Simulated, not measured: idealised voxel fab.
Documented hereafter: the process module known as voxel gate over fins.
Pictured: cross-section cut, 195 nm wide, on a grid of 5 nm square cells.
Bands, listed from the top down, are how a cross-section gets written in this document; the cross-section itself is a grid of square cells, and a band is one or more rows of them. Band: top height; bottom height; in nm. Then, left to right: material with width in nm, for each material. "all across": a single material spanning edge to edge. "air": empty space. Ref level 0: as-received wafer is one material below here. Bottom band extends down with no lower bound ("0 and below"). The width entry "30..40" should be interpreted row by row: the top row of cells in the band takes the first number, the bottom row takes the second number, and the change between adjacent rows is uniform throughout. Take "nothing was modified" at face value: in the step it is given for, the cross-section changed in none of its cells. So "Sealed void listing" is basically the list of trapped voids: any empty space of 8 cells or more that can't reach the top through an opening. They're written width x height at distance, the distance being from the left edge, and it's all nm. Where a step's line continues beyond its settings, the continuation is a remark by the simulator itself on that step. You can add "overlay nm" to a step's line. For a step with a mask, it describes how far the mask lay to the right of its planned position, and a negative number describes a lay to the left.
PROCESS STEPS FORESEEN IN THE PLAN
1) RECEIVE with material Si
2) CONFORMAL_DEP with material SiN, thk nm 5
3) DIRECTIONAL_DEP with material aC, thk nm 15
4) PATTERN with tone cover, mask id FINS, material resist, width nm 15, pitch nm 50, thk nm 35, overlay nm 0
5) DIRECTIONAL_ETCH with etch materials aC, depth nm 15
6) STRIP with etch materials resist
7) DIRECTIONAL_ETCH with etch materials SiN, depth nm 5
8) DIRECTIONAL_ETCH with etch materials Si, depth nm 40
9) STRIP with etch materials aC
10) FILL_DEP with material SiO2, thk nm 15
11) CMP with height nm 5
12) DIRECTIONAL_DEP with material aC, thk nm 15
13) PATTERN with tone open, mask id RAIL, material resist, width nm 15, thk nm 30, overlay nm 0
14) DIRECTIONAL_ETCH with etch materials aC, depth nm 15
15) STRIP with etch materials resist
16) DIRECTIONAL_ETCH with etch materials SiO2, depth nm 40
17) STRIP with etch materials aC
18) CONFORMAL_DEP with material TiN, thk nm 5
19) FILL_DEP with material W, thk nm 5
20) CMP with height nm 5
21) SELECTIVE_ETCH with etch materials W Ru TiN, depth nm 25
22) FILL_DEP with material SiO2, thk nm 5
23) CMP with height nm 5
24) SELECTIVE_ETCH with etch materials SiO2, depth nm 15
25) STRIP with etch materials SiN
26) CONFORMAL_DEP with material HfO2, thk nm 5
27) CONFORMAL_DEP with material TiN, thk nm 5
28) CONFORMAL_DEP with material TiAl, thk nm 5
29) CONFORMAL_DEP with material TiN, thk nm 5
30) FILL_DEP with material W, thk nm 10
31) CMP with height nm 25
32) CONFORMAL_DEP with material SiN, thk nm 10
CROSS-SECTION: WAFER ON ARRIVAL = AFTER STEP 1
- 0 and below | Si all across
- Sealed void listing: none
THE FIRST OF TWO WAFERS, CROSS-SECTIONED AT THE END OF THE MODULE, WITH THE RUN PROCEEDING AS PLANNED
- 35 down to 25 | SiN all across
- 25 down to 20 | W all across
- 20 down to 15 | 45 nm W  105 nm TiN  45 nm W
- 15 down to 10 | 45 nm W  5 nm TiN  45 nm TiAl  5 nm TiN  45 nm TiAl  5 nm TiN  45 nm W
- 10 down to 5 | 50 nm TiN  5 nm TiAl  35 nm TiN  5 nm TiAl  5 nm TiN  5 nm TiAl  35 nm TiN  5 nm TiAl  50 nm TiN
- 5 down to 0 | 55 nm TiAl  5 nm TiN  25 nm HfO2  5 nm TiN  15 nm TiAl  5 nm TiN  25 nm HfO2  5 nm TiN  55 nm TiAl
- 0 down to -5 | 60 nm TiN  5 nm HfO2  15 nm Si  5 nm HfO2  25 nm TiN  5 nm HfO2  15 nm Si  5 nm HfO2  60 nm TiN
- -5 down to -10 | 65 nm HfO2  15 nm Si  35 nm HfO2  15 nm Si  65 nm HfO2
- -10 down to -20 | 65 nm SiO2  15 nm Si  35 nm SiO2  15 nm Si  65 nm SiO2
- -20 down to -30 | 65 nm SiO2  15 nm Si  10 nm SiO2  5 nm TiN  5 nm W  5 nm TiN  10 nm SiO2  15 nm Si  65 nm SiO2
- -30 down to -35 | 65 nm SiO2  15 nm Si  10 nm SiO2  15 nm TiN  10 nm SiO2  15 nm Si  65 nm SiO2
- -35 down to -40 | 65 nm SiO2  15 nm Si  35 nm SiO2  15 nm Si  65 nm SiO2
- -40 and below | Si all across
- Sealed void listing: none
WAFER TWO (OF TWO), END-OF-MODULE CROSS-SECTION: START = WAFER ONE, PLAN = WAFER ONE, ONE RUN MISTAKE
- 35 down to 25 | SiN all across
- 25 down to 20 | W all across
- 20 down to 15 | 55 nm W  105 nm TiN  35 nm W
- 15 down to 10 | 55 nm W  5 nm TiN  45 nm TiAl  5 nm TiN  45 nm TiAl  5 nm TiN  35 nm W
- 10 down to 5 | 60 nm TiN  5 nm TiAl  35 nm TiN  5 nm TiAl  5 nm TiN  5 nm TiAl  35 nm TiN  5 nm TiAl  40 nm TiN
- 5 down to 0 | 65 nm TiAl  5 nm TiN  25 nm HfO2  5 nm TiN  15 nm TiAl  5 nm TiN  25 nm HfO2  5 nm TiN  45 nm TiAl
- 0 down to -5 | 70 nm TiN  5 nm HfO2  15 nm Si  5 nm HfO2  25 nm TiN  5 nm HfO2  15 nm Si  5 nm HfO2  50 nm TiN
- -5 down to -10 | 75 nm HfO2  15 nm Si  35 nm HfO2  15 nm Si  55 nm HfO2
- -10 down to -20 | 75 nm SiO2  15 nm Si  35 nm SiO2  15 nm Si  55 nm SiO2
- -20 down to -30 | 75 nm SiO2  15 nm Si  5 nm TiN  5 nm W  5 nm TiN  20 nm SiO2  15 nm Si  55 nm SiO2
- -30 down to -35 | 75 nm SiO2  15 nm Si  15 nm TiN  20 nm SiO2  15 nm Si  55 nm SiO2
- -35 down to -40 | 75 nm SiO2  15 nm Si  35 nm SiO2  15 nm Si  55 nm SiO2
- -40 and below | Si all across
- Sealed void listing: none
Deviation from plan: step 4 was processed under conditions differing from the plan, specifically as PATTERN with tone cover, mask id FINS, material resist, width nm 15, pitch nm 50, thk nm 35, overlay nm 10
Matching per-material cell counts, mismatched positions: that is how the second wafer compares with the first at the end.
